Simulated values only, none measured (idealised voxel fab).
process module | voxel spacer lines
cross-section cut | 295 nm wide | cells 5 nm
A cross-section is a grid of square cells, given in bands from the top down. A band is one or more rows of cells.
Each band's line starts with the height of the band's top and of its bottom, in nm. Then come its materials from left to right, each with its width in nm. One material with "throughout" fills the band from edge to edge. "air" is empty space.
Height 0 is the level under which the wafer as received is all one material. The lowest band goes on downwards, as in "0 down".
A width such as "30 to 40" changes by the same amount from each row of cells to the next, from the band's top row to its bottom row.
"no change" after a step means that no cell of the cross-section changed.
closed voids: empty space of 8 cells or more with no open way to the top, each as width x height at its distance from the left edge, in nm
after a step's settings: what the simulator itself notes on the step
overlay nm, on a step with a mask: how far to the right of its planned place the mask lay; to the left if negative
Each pair below shows a cross-section before one step and the cross-section after it, down to the lowest band that changed. The line under each pair gives the step between them, with its settings. The pairs can come from different runs of this module on the same starting wafer, so a pair continues from the pair above only where its "before" says so.
before
  0 down: Si throughout
  closed voids: none
after
  10 to 0: Al2O3 throughout
  below 0: unchanged
  closed voids: none
the step between: op CONFORMAL_DEP | material Al2O3 | thk nm 10
before: the cross-section after the pair above
after
  20 to 10: TiN throughout
  below 10: unchanged
  closed voids: none
the step between: op DIRECTIONAL_DEP | material TiN | thk nm 10
before: the cross-section after the pair above
after
  40 to 20: aC throughout
  below 20: unchanged
  closed voids: none
the step between: op DIRECTIONAL_DEP | material aC | thk nm 20
before: the cross-section after the pair above
after
  65 to 40: air 65 | resist 25 | air 45 | resist 25 | air 45 | resist 25 | air 65
  below 40: unchanged
  closed voids: none
the step between: op PATTERN | tone cover | mask id MANDREL | material resist | width nm 25 | pitch nm 70 | thk nm 25 | overlay nm 0
before: the cross-section after the pair above
after
  45 to 40: air 65 | resist 25 | air 45 | resist 25 | air 45 | resist 25 | air 65
  40 to 20: air 65 | aC 25 | air 45 | aC 25 | air 45 | aC 25 | air 65
  below 20: unchanged
  closed voids: none
the step between: op DIRECTIONAL_ETCH | etch materials aC | depth nm 20
before: the cross-section after the pair above
after
  40 to 20: air 65 | aC 25 | air 45 | aC 25 | air 45 | aC 25 | air 65
  below 20: unchanged
  closed voids: none
the step between: op STRIP | etch materials resist
before: the cross-section after the pair above
after
  50 to 40: air 55 | SiO2 45 | air 25 | SiO2 45 | air 25 | SiO2 45 | air 55
  40 to 30: air 55 | SiO2 10 | aC 25 | SiO2 10 | air 25 | SiO2 10 | aC 25 | SiO2 10 | air 25 | SiO2 10 | aC 25 | SiO2 10 | air 55
  30 to 20: SiO2 65 | aC 25 | SiO2 45 | aC 25 | SiO2 45 | aC 25 | SiO2 65
  below 20: unchanged
  closed voids: none
the step between: op CONFORMAL_DEP | material SiO2 | thk nm 10
before: the cross-section after the pair above
after
  40 to 20: air 55 | SiO2 10 | aC 25 | SiO2 10 | air 25 | SiO2 10 | aC 25 | SiO2 10 | air 25 | SiO2 10 | aC 25 | SiO2 10 | air 55
  below 20: unchanged
  closed voids: none
the step between: op DIRECTIONAL_ETCH | etch materials SiO2 | depth nm 10
before: the cross-section after the pair above
after
  40 to 20: air 55 | SiO2 10 | air 25 | SiO2 10 | air 25 | SiO2 10 | air 25 | SiO2 10 | air 25 | SiO2 10 | air 25 | SiO2 10 | air 55
  below 20: unchanged
  closed voids: none
the step between: op STRIP | etch materials aC
before: the cross-section after the pair above
after
  40 to 20: air 55 | SiO2 10 | air 25 | SiO2 10 | air 25 | SiO2 10 | air 25 | SiO2 10 | air 25 | SiO2 10 | air 25 | SiO2 10 | air 55
  20 to 10: air 55 | TiN 10 | air 25 | TiN 10 | air 25 | TiN 10 | air 25 | TiN 10 | air 25 | TiN 10 | air 25 | TiN 10 | air 55
  below 10: unchanged
  closed voids: none
the step between: op DIRECTIONAL_ETCH | etch materials TiN | depth nm 10
before: the cross-section after the pair above
after
  20 to 10: air 55 | TiN 10 | air 25 | TiN 10 | air 25 | TiN 10 | air 25 | TiN 10 | air 25 | TiN 10 | air 25 | TiN 10 | air 55
  below 10: unchanged
  closed voids: none
the step between: op STRIP | etch materials SiO2
before: the cross-section after the pair above
after
  25 to 20: SiO2 throughout
  20 to 10: SiO2 55 | TiN 10 | SiO2 25 | TiN 10 | SiO2 25 | TiN 10 | SiO2 25 | TiN 10 | SiO2 25 | TiN 10 | SiO2 25 | TiN 10 | SiO2 55
  below 10: unchanged
  closed voids: none
the step between: op FILL_DEP | material SiO2 | thk nm 5
before: the cross-section after the pair above
after
  20 to 10: SiO2 55 | TiN 10 | SiO2 25 | TiN 10 | SiO2 25 | TiN 10 | SiO2 25 | TiN 10 | SiO2 25 | TiN 10 | SiO2 25 | TiN 10 | SiO2 55
  below 10: unchanged
  closed voids: none
the step between: op CMP | height nm 20
before
  40 to 20: air 55 | SiO2 10 | air 25 | SiO2 10 | air 25 | SiO2 10 | air 25 | SiO2 10 | air 25 | SiO2 10 | air 25 | SiO2 10 | air 55
  20 to 10: air 55 | TiN 10 | air 25 | TiN 10 | air 25 | TiN 10 | air 25 | TiN 10 | air 25 | TiN 10 | air 25 | TiN 10 | air 55
  10 to 0: Al2O3 throughout
  0 down: Si throughout
  closed voids: none
after
  45 to 20: SiO2 throughout
  20 to 10: SiO2 55 | TiN 10 | SiO2 25 | TiN 10 | SiO2 25 | TiN 10 | SiO2 25 | TiN 10 | SiO2 25 | TiN 10 | SiO2 25 | TiN 10 | SiO2 55
  below 10: unchanged
  closed voids: none
the step between: op FILL_DEP | material SiO2 | thk nm 5
before: the cross-section after the pair above
after
  20 to 10: SiO2 55 | TiN 10 | SiO2 25 | TiN 10 | SiO2 25 | TiN 10 | SiO2 25 | TiN 10 | SiO2 25 | TiN 10 | SiO2 25 | TiN 10 | SiO2 55
  below 10: unchanged
  closed voids: none
the step between: op CMP | height nm 20
before
  25 to 20: SiO2 throughout
  20 to 10: SiO2 55 | TiN 10 | SiO2 25 | TiN 10 | SiO2 25 | TiN 10 | SiO2 25 | TiN 10 | SiO2 25 | TiN 10 | SiO2 25 | TiN 10 | SiO2 55
  10 to 0: Al2O3 throughout
  0 down: Si throughout
  closed voids: none
after
  30 to 20: SiO2 throughout
  below 20: unchanged
  closed voids: none
the step between: op FILL_DEP | material SiO2 | thk nm 5
before: the cross-section after the pair above
after
  20 to 10: SiO2 55 | TiN 10 | SiO2 25 | TiN 10 | SiO2 25 | TiN 10 | SiO2 25 | TiN 10 | SiO2 25 | TiN 10 | SiO2 25 | TiN 10 | SiO2 55
  below 10: unchanged
  closed voids: none
the step between: op CMP | height nm 20
before
  0 down: Si throughout
  closed voids: none
after
  10 to 0: TiN throughout
  below 0: unchanged
  closed voids: none
the step between: op DIRECTIONAL_DEP | material TiN | thk nm 10
before: the cross-section after the pair above
after
  20 to 10: Al2O3 throughout
  below 10: unchanged
  closed voids: none
the step between: op CONFORMAL_DEP | material Al2O3 | thk nm 10
before: the cross-section after the pair above
after
  40 to 20: aC throughout
  below 20: unchanged
  closed voids: none
the step between: op DIRECTIONAL_DEP | material aC | thk nm 20
before: the cross-section after the pair above
after
  65 to 40: air 65 | resist 25 | air 45 | resist 25 | air 45 | resist 25 | air 65
  below 40: unchanged
  closed voids: none
the step between: op PATTERN | tone cover | mask id MANDREL | material resist | width nm 25 | pitch nm 70 | thk nm 25 | overlay nm 0
before: the cross-section after the pair above
after
  45 to 40: air 65 | resist 25 | air 45 | resist 25 | air 45 | resist 25 | air 65
  40 to 20: air 65 | aC 25 | air 45 | aC 25 | air 45 | aC 25 | air 65
  below 20: unchanged
  closed voids: none
the step between: op DIRECTIONAL_ETCH | etch materials aC | depth nm 20
before: the cross-section after the pair above
after
  40 to 20: air 65 | aC 25 | air 45 | aC 25 | air 45 | aC 25 | air 65
  below 20: unchanged
  closed voids: none
the step between: op STRIP | etch materials resist
before: the cross-section after the pair above
after
  50 to 40: air 55 | SiO2 45 | air 25 | SiO2 45 | air 25 | SiO2 45 | air 55
  40 to 30: air 55 | SiO2 10 | aC 25 | SiO2 10 | air 25 | SiO2 10 | aC 25 | SiO2 10 | air 25 | SiO2 10 | aC 25 | SiO2 10 | air 55
  30 to 20: SiO2 65 | aC 25 | SiO2 45 | aC 25 | SiO2 45 | aC 25 | SiO2 65
  below 20: unchanged
  closed voids: none
the step between: op CONFORMAL_DEP | material SiO2 | thk nm 10
before: the cross-section after the pair above
after
  40 to 20: air 55 | SiO2 10 | aC 25 | SiO2 10 | air 25 | SiO2 10 | aC 25 | SiO2 10 | air 25 | SiO2 10 | aC 25 | SiO2 10 | air 55
  below 20: unchanged
  closed voids: none
the step between: op DIRECTIONAL_ETCH | etch materials SiO2 | depth nm 10
before: the cross-section after the pair above
after
  40 to 20: air 55 | SiO2 10 | air 25 | SiO2 10 | air 25 | SiO2 10 | air 25 | SiO2 10 | air 25 | SiO2 10 | air 25 | SiO2 10 | air 55
  below 20: unchanged
  closed voids: none
the step between: op STRIP | etch materials aC
before: the cross-section after the pair above
after
  20 to 10: Al2O3 throughout
  below 10: unchanged
  closed voids: none
the step between: op STRIP | etch materials SiO2
before: the cross-section after the pair above
after
  25 to 20: SiO2 throughout
  below 20: unchanged
  closed voids: none
the step between: op FILL_DEP | material SiO2 | thk nm 5
before: the cross-section after the pair above
after
  20 to 10: Al2O3 throughout
  below 10: unchanged
  closed voids: none
the step between: op CMP | height nm 20
before
  40 to 20: air 65 | aC 25 | air 45 | aC 25 | air 45 | aC 25 | air 65
  20 to 10: TiN throughout
  10 to 0: Al2O3 throughout
  0 down: Si throughout
  closed voids: none
after
  45 to 40: air 60 | SiO2 35 | air 35 | SiO2 35 | air 35 | SiO2 35 | air 60
  40 to 25: air 60 | SiO2 5 | aC 25 | SiO2 5 | air 35 | SiO2 5 | aC 25 | SiO2 5 | air 35 | SiO2 5 | aC 25 | SiO2 5 | air 60
  25 to 20: SiO2 65 | aC 25 | SiO2 45 | aC 25 | SiO2 45 | aC 25 | SiO2 65
  below 20: unchanged
  closed voids: none
the step between: op CONFORMAL_DEP | material SiO2 | thk nm 5
before: the cross-section after the pair above
after
  40 to 35: air 65 | aC 25 | air 45 | aC 25 | air 45 | aC 25 | air 65
  35 to 20: air 60 | SiO2 5 | aC 25 | SiO2 5 | air 35 | SiO2 5 | aC 25 | SiO2 5 | air 35 | SiO2 5 | aC 25 | SiO2 5 | air 60
  below 20: unchanged
  closed voids: none
the step between: op DIRECTIONAL_ETCH | etch materials SiO2 | depth nm 10
before: the cross-section after the pair above
after
  35 to 20: air 60 | SiO2 5 | air 25 | SiO2 5 | air 35 | SiO2 5 | air 25 | SiO2 5 | air 35 | SiO2 5 | air 25 | SiO2 5 | air 60
  below 20: unchanged
  closed voids: none
the step between: op STRIP | etch materials aC
before: the cross-section after the pair above
after
  35 to 20: air 60 | SiO2 5 | air 25 | SiO2 5 | air 35 | SiO2 5 | air 25 | SiO2 5 | air 35 | SiO2 5 | air 25 | SiO2 5 | air 60
  20 to 10: air 60 | TiN 5 | air 25 | TiN 5 | air 35 | TiN 5 | air 25 | TiN 5 | air 35 | TiN 5 | air 25 | TiN 5 | air 60
  below 10: unchanged
  closed voids: none
the step between: op DIRECTIONAL_ETCH | etch materials TiN | depth nm 10
before: the cross-section after the pair above
after
  20 to 10: air 60 | TiN 5 | air 25 | TiN 5 | air 35 | TiN 5 | air 25 | TiN 5 | air 35 | TiN 5 | air 25 | TiN 5 | air 60
  below 10: unchanged
  closed voids: none
the step between: op STRIP | etch materials SiO2
before: the cross-section after the pair above
after
  25 to 20: SiO2 throughout
  20 to 10: SiO2 60 | TiN 5 | SiO2 25 | TiN 5 | SiO2 35 | TiN 5 | SiO2 25 | TiN 5 | SiO2 35 | TiN 5 | SiO2 25 | TiN 5 | SiO2 60
  below 10: unchanged
  closed voids: none
the step between: op FILL_DEP | material SiO2 | thk nm 5
before: the cross-section after the pair above
after
  20 to 10: SiO2 60 | TiN 5 | SiO2 25 | TiN 5 | SiO2 35 | TiN 5 | SiO2 25 | TiN 5 | SiO2 35 | TiN 5 | SiO2 25 | TiN 5 | SiO2 60
  below 10: unchanged
  closed voids: none
the step between: op CMP | height nm 20
before
  40 to 20: aC throughout
  20 to 10: TiN throughout
  10 to 0: Al2O3 throughout
  0 down: Si throughout
  closed voids: none
after
  65 to 40: air 60 | resist 35 | air 35 | resist 35 | air 35 | resist 35 | air 60
  below 40: unchanged
  closed voids: none
the step between: op PATTERN | tone cover | mask id MANDREL | material resist | width nm 35 | pitch nm 70 | thk nm 25 | overlay nm 0
before: the cross-section after the pair above
after
  45 to 40: air 60 | resist 35 | air 35 | resist 35 | air 35 | resist 35 | air 60
  40 to 20: air 60 | aC 35 | air 35 | aC 35 | air 35 | aC 35 | air 60
  below 20: unchanged
  closed voids: none
the step between: op DIRECTIONAL_ETCH | etch materials aC | depth nm 20
before: the cross-section after the pair above
after
  40 to 20: air 60 | aC 35 | air 35 | aC 35 | air 35 | aC 35 | air 60
  below 20: unchanged
  closed voids: none
the step between: op STRIP | etch materials resist
before: the cross-section after the pair above
after
  50 to 40: air 50 | SiO2 55 | air 15 | SiO2 55 | air 15 | SiO2 55 | air 50
  40 to 30: air 50 | SiO2 10 | aC 35 | SiO2 10 | air 15 | SiO2 10 | aC 35 | SiO2 10 | air 15 | SiO2 10 | aC 35 | SiO2 10 | air 50
  30 to 20: SiO2 60 | aC 35 | SiO2 35 | aC 35 | SiO2 35 | aC 35 | SiO2 60
  below 20: unchanged
  closed voids: none
the step between: op CONFORMAL_DEP | material SiO2 | thk nm 10
before: the cross-section after the pair above
after
  40 to 20: air 50 | SiO2 10 | aC 35 | SiO2 10 | air 15 | SiO2 10 | aC 35 | SiO2 10 | air 15 | SiO2 10 | aC 35 | SiO2 10 | air 50
  below 20: unchanged
  closed voids: none
the step between: op DIRECTIONAL_ETCH | etch materials SiO2 | depth nm 10
before: the cross-section after the pair above
after
  40 to 20: air 50 | SiO2 10 | air 35 | SiO2 10 | air 15 | SiO2 10 | air 35 | SiO2 10 | air 15 | SiO2 10 | air 35 | SiO2 10 | air 50
  below 20: unchanged
  closed voids: none
the step between: op STRIP | etch materials aC
before: the cross-section after the pair above
after
  40 to 20: air 50 | SiO2 10 | air 35 | SiO2 10 | air 15 | SiO2 10 | air 35 | SiO2 10 | air 15 | SiO2 10 | air 35 | SiO2 10 | air 50
  20 to 10: air 50 | TiN 10 | air 35 | TiN 10 | air 15 | TiN 10 | air 35 | TiN 10 | air 15 | TiN 10 | air 35 | TiN 10 | air 50
  below 10: unchanged
  closed voids: none
the step between: op DIRECTIONAL_ETCH | etch materials TiN | depth nm 10
before: the cross-section after the pair above
after
  20 to 10: air 50 | TiN 10 | air 35 | TiN 10 | air 15 | TiN 10 | air 35 | TiN 10 | air 15 | TiN 10 | air 35 | TiN 10 | air 50
  below 10: unchanged
  closed voids: none
the step between: op STRIP | etch materials SiO2
before: the cross-section after the pair above
after
  25 to 20: SiO2 throughout
  20 to 10: SiO2 50 | TiN 10 | SiO2 35 | TiN 10 | SiO2 15 | TiN 10 | SiO2 35 | TiN 10 | SiO2 15 | TiN 10 | SiO2 35 | TiN 10 | SiO2 50
  below 10: unchanged
  closed voids: none
the step between: op FILL_DEP | material SiO2 | thk nm 5
before: the cross-section after the pair above
after
  20 to 10: SiO2 50 | TiN 10 | SiO2 35 | TiN 10 | SiO2 15 | TiN 10 | SiO2 35 | TiN 10 | SiO2 15 | TiN 10 | SiO2 35 | TiN 10 | SiO2 50
  below 10: unchanged
  closed voids: none
the step between: op CMP | height nm 20
before
  40 to 20: aC throughout
  20 to 10: TiN throughout
  10 to 0: Al2O3 throughout
  0 down: Si throughout
  closed voids: none
after
  65 to 40: air 70 | resist 25 | air 45 | resist 25 | air 45 | resist 25 | air 60
  below 40: unchanged
  closed voids: none
the step between: op PATTERN | tone cover | mask id MANDREL | material resist | width nm 25 | pitch nm 70 | thk nm 25 | overlay nm 5
before: the cross-section after the pair above
after
  45 to 40: air 70 | resist 25 | air 45 | resist 25 | air 45 | resist 25 | air 60
  40 to 20: air 70 | aC 25 | air 45 | aC 25 | air 45 | aC 25 | air 60
  below 20: unchanged
  closed voids: none
the step between: op DIRECTIONAL_ETCH | etch materials aC | depth nm 20
before: the cross-section after the pair above
after
  40 to 20: air 70 | aC 25 | air 45 | aC 25 | air 45 | aC 25 | air 60
  below 20: unchanged
  closed voids: none
the step between: op STRIP | etch materials resist
before: the cross-section after the pair above
after
  50 to 40: air 60 | SiO2 45 | air 25 | SiO2 45 | air 25 | SiO2 45 | air 50
  40 to 30: air 60 | SiO2 10 | aC 25 | SiO2 10 | air 25 | SiO2 10 | aC 25 | SiO2 10 | air 25 | SiO2 10 | aC 25 | SiO2 10 | air 50
  30 to 20: SiO2 70 | aC 25 | SiO2 45 | aC 25 | SiO2 45 | aC 25 | SiO2 60
  below 20: unchanged
  closed voids: none
the step between: op CONFORMAL_DEP | material SiO2 | thk nm 10
before: the cross-section after the pair above
after
  40 to 20: air 60 | SiO2 10 | aC 25 | SiO2 10 | air 25 | SiO2 10 | aC 25 | SiO2 10 | air 25 | SiO2 10 | aC 25 | SiO2 10 | air 50
  below 20: unchanged
  closed voids: none
the step between: op DIRECTIONAL_ETCH | etch materials SiO2 | depth nm 10
before: the cross-section after the pair above
after
  40 to 20: air 60 | SiO2 10 | air 25 | SiO2 10 | air 25 | SiO2 10 | air 25 | SiO2 10 | air 25 | SiO2 10 | air 25 | SiO2 10 | air 50
  below 20: unchanged
  closed voids: none
the step between: op STRIP | etch materials aC
before: the cross-section after the pair above
after
  40 to 20: air 60 | SiO2 10 | air 25 | SiO2 10 | air 25 | SiO2 10 | air 25 | SiO2 10 | air 25 | SiO2 10 | air 25 | SiO2 10 | air 50
  20 to 10: air 60 | TiN 10 | air 25 | TiN 10 | air 25 | TiN 10 | air 25 | TiN 10 | air 25 | TiN 10 | air 25 | TiN 10 | air 50
  below 10: unchanged
  closed voids: none
the step between: op DIRECTIONAL_ETCH | etch materials TiN | depth nm 10
before: the cross-section after the pair above
after
  20 to 10: air 60 | TiN 10 | air 25 | TiN 10 | air 25 | TiN 10 | air 25 | TiN 10 | air 25 | TiN 10 | air 25 | TiN 10 | air 50
  below 10: unchanged
  closed voids: none
the step between: op STRIP | etch materials SiO2
before: the cross-section after the pair above
after
  25 to 20: SiO2 throughout
  20 to 10: SiO2 60 | TiN 10 | SiO2 25 | TiN 10 | SiO2 25 | TiN 10 | SiO2 25 | TiN 10 | SiO2 25 | TiN 10 | SiO2 25 | TiN 10 | SiO2 50
  below 10: unchanged
  closed voids: none
the step between: op FILL_DEP | material SiO2 | thk nm 5
before: the cross-section after the pair above
after
  20 to 10: SiO2 60 | TiN 10 | SiO2 25 | TiN 10 | SiO2 25 | TiN 10 | SiO2 25 | TiN 10 | SiO2 25 | TiN 10 | SiO2 25 | TiN 10 | SiO2 50
  below 10: unchanged
  closed voids: none
the step between: op CMP | height nm 20
before
  0 down: Si throughout
  closed voids: none
after
  10 to 0: TiN throughout
  below 0: unchanged
  closed voids: none
the step between: op CONFORMAL_DEP | material TiN | thk nm 10
before: the cross-section after the pair above
after
  20 to 0: TiN throughout
  below 0: unchanged
  closed voids: none
the step between: op DIRECTIONAL_DEP | material TiN | thk nm 10
before: the cross-section after the pair above
after
  40 to 20: aC throughout
  below 20: unchanged
  closed voids: none
the step between: op DIRECTIONAL_DEP | material aC | thk nm 20
before: the cross-section after the pair above
after
  65 to 40: air 65 | resist 25 | air 45 | resist 25 | air 45 | resist 25 | air 65
  below 40: unchanged
  closed voids: none
the step between: op PATTERN | tone cover | mask id MANDREL | material resist | width nm 25 | pitch nm 70 | thk nm 25 | overlay nm 0
before: the cross-section after the pair above
after
  45 to 40: air 65 | resist 25 | air 45 | resist 25 | air 45 | resist 25 | air 65
  40 to 20: air 65 | aC 25 | air 45 | aC 25 | air 45 | aC 25 | air 65
  below 20: unchanged
  closed voids: none
the step between: op DIRECTIONAL_ETCH | etch materials aC | depth nm 20
before: the cross-section after the pair above
after
  40 to 20: air 65 | aC 25 | air 45 | aC 25 | air 45 | aC 25 | air 65
  below 20: unchanged
  closed voids: none
the step between: op STRIP | etch materials resist
before: the cross-section after the pair above
after
  50 to 40: air 55 | SiO2 45 | air 25 | SiO2 45 | air 25 | SiO2 45 | air 55
  40 to 30: air 55 | SiO2 10 | aC 25 | SiO2 10 | air 25 | SiO2 10 | aC 25 | SiO2 10 | air 25 | SiO2 10 | aC 25 | SiO2 10 | air 55
  30 to 20: SiO2 65 | aC 25 | SiO2 45 | aC 25 | SiO2 45 | aC 25 | SiO2 65
  below 20: unchanged
  closed voids: none
the step between: op CONFORMAL_DEP | material SiO2 | thk nm 10
before: the cross-section after the pair above
after
  40 to 20: air 55 | SiO2 10 | aC 25 | SiO2 10 | air 25 | SiO2 10 | aC 25 | SiO2 10 | air 25 | SiO2 10 | aC 25 | SiO2 10 | air 55
  below 20: unchanged
  closed voids: none
the step between: op DIRECTIONAL_ETCH | etch materials SiO2 | depth nm 10
before: the cross-section after the pair above
after
  40 to 20: air 55 | SiO2 10 | air 25 | SiO2 10 | air 25 | SiO2 10 | air 25 | SiO2 10 | air 25 | SiO2 10 | air 25 | SiO2 10 | air 55
  below 20: unchanged
  closed voids: none
the step between: op STRIP | etch materials aC
before: the cross-section after the pair above
after
  40 to 20: air 55 | SiO2 10 | air 25 | SiO2 10 | air 25 | SiO2 10 | air 25 | SiO2 10 | air 25 | SiO2 10 | air 25 | SiO2 10 | air 55
  20 to 10: air 55 | TiN 10 | air 25 | TiN 10 | air 25 | TiN 10 | air 25 | TiN 10 | air 25 | TiN 10 | air 25 | TiN 10 | air 55
  below 10: unchanged
  closed voids: none
the step between: op DIRECTIONAL_ETCH | etch materials TiN | depth nm 10
before: the cross-section after the pair above
after
  20 to 10: air 55 | TiN 10 | air 25 | TiN 10 | air 25 | TiN 10 | air 25 | TiN 10 | air 25 | TiN 10 | air 25 | TiN 10 | air 55
  below 10: unchanged
  closed voids: none
the step between: op STRIP | etch materials SiO2
before: the cross-section after the pair above
after
  25 to 20: SiO2 throughout
  20 to 10: SiO2 55 | TiN 10 | SiO2 25 | TiN 10 | SiO2 25 | TiN 10 | SiO2 25 | TiN 10 | SiO2 25 | TiN 10 | SiO2 25 | TiN 10 | SiO2 55
  below 10: unchanged
  closed voids: none
the step between: op FILL_DEP | material SiO2 | thk nm 5
before: the cross-section after the pair above
after
  20 to 10: SiO2 55 | TiN 10 | SiO2 25 | TiN 10 | SiO2 25 | TiN 10 | SiO2 25 | TiN 10 | SiO2 25 | TiN 10 | SiO2 25 | TiN 10 | SiO2 55
  below 10: unchanged
  closed voids: none
the step between: op CMP | height nm 20
before
  40 to 20: aC throughout
  20 to 10: TiN throughout
  10 to 0: Al2O3 throughout
  0 down: Si throughout
  closed voids: none
after
  65 to 40: resist 65 | air 25 | resist 45 | air 25 | resist 45 | air 25 | resist 65
  below 40: unchanged
  closed voids: none
the step between: op PATTERN | tone open | mask id MANDREL | material resist | width nm 25 | pitch nm 70 | thk nm 25 | overlay nm 0
before: the cross-section after the pair above
after
  45 to 40: resist 65 | air 25 | resist 45 | air 25 | resist 45 | air 25 | resist 65
  40 to 20: aC 65 | air 25 | aC 45 | air 25 | aC 45 | air 25 | aC 65
  below 20: unchanged
  closed voids: none
the step between: op DIRECTIONAL_ETCH | etch materials aC | depth nm 20
before: the cross-section after the pair above
after
  40 to 20: aC 65 | air 25 | aC 45 | air 25 | aC 45 | air 25 | aC 65
  below 20: unchanged
  closed voids: none
the step between: op STRIP | etch materials resist
before: the cross-section after the pair above
after
  50 to 40: SiO2 75 | air 5 | SiO2 65 | air 5 | SiO2 65 | air 5 | SiO2 75
  40 to 30: aC 65 | SiO2 10 | air 5 | SiO2 10 | aC 45 | SiO2 10 | air 5 | SiO2 10 | aC 45 | SiO2 10 | air 5 | SiO2 10 | aC 65
  30 to 20: aC 65 | SiO2 25 | aC 45 | SiO2 25 | aC 45 | SiO2 25 | aC 65
  below 20: unchanged
  closed voids: none
the step between: op CONFORMAL_DEP | material SiO2 | thk nm 10
before: the cross-section after the pair above
after
  40 to 20: aC 65 | SiO2 10 | air 5 | SiO2 10 | aC 45 | SiO2 10 | air 5 | SiO2 10 | aC 45 | SiO2 10 | air 5 | SiO2 10 | aC 65
  below 20: unchanged
  closed voids: none
the step between: op DIRECTIONAL_ETCH | etch materials SiO2 | depth nm 10
before: the cross-section after the pair above
after
  40 to 20: air 65 | SiO2 10 | air 5 | SiO2 10 | air 45 | SiO2 10 | air 5 | SiO2 10 | air 45 | SiO2 10 | air 5 | SiO2 10 | air 65
  below 20: unchanged
  closed voids: none
the step between: op STRIP | etch materials aC
before: the cross-section after the pair above
after
  40 to 20: air 65 | SiO2 10 | air 5 | SiO2 10 | air 45 | SiO2 10 | air 5 | SiO2 10 | air 45 | SiO2 10 | air 5 | SiO2 10 | air 65
  20 to 10: air 65 | TiN 10 | air 5 | TiN 10 | air 45 | TiN 10 | air 5 | TiN 10 | air 45 | TiN 10 | air 5 | TiN 10 | air 65
  below 10: unchanged
  closed voids: none
the step between: op DIRECTIONAL_ETCH | etch materials TiN | depth nm 10
before: the cross-section after the pair above
after
  20 to 10: air 65 | TiN 10 | air 5 | TiN 10 | air 45 | TiN 10 | air 5 | TiN 10 | air 45 | TiN 10 | air 5 | TiN 10 | air 65
  below 10: unchanged
  closed voids: none
the step between: op STRIP | etch materials SiO2
before: the cross-section after the pair above
after
  25 to 20: SiO2 throughout
  20 to 10: SiO2 65 | TiN 10 | SiO2 5 | TiN 10 | SiO2 45 | TiN 10 | SiO2 5 | TiN 10 | SiO2 45 | TiN 10 | SiO2 5 | TiN 10 | SiO2 65
  below 10: unchanged
  closed voids: none
the step between: op FILL_DEP | material SiO2 | thk nm 5
before: the cross-section after the pair above
after
  20 to 10: SiO2 65 | TiN 10 | SiO2 5 | TiN 10 | SiO2 45 | TiN 10 | SiO2 5 | TiN 10 | SiO2 45 | TiN 10 | SiO2 5 | TiN 10 | SiO2 65
  below 10: unchanged
  closed voids: none
the step between: op CMP | height nm 20
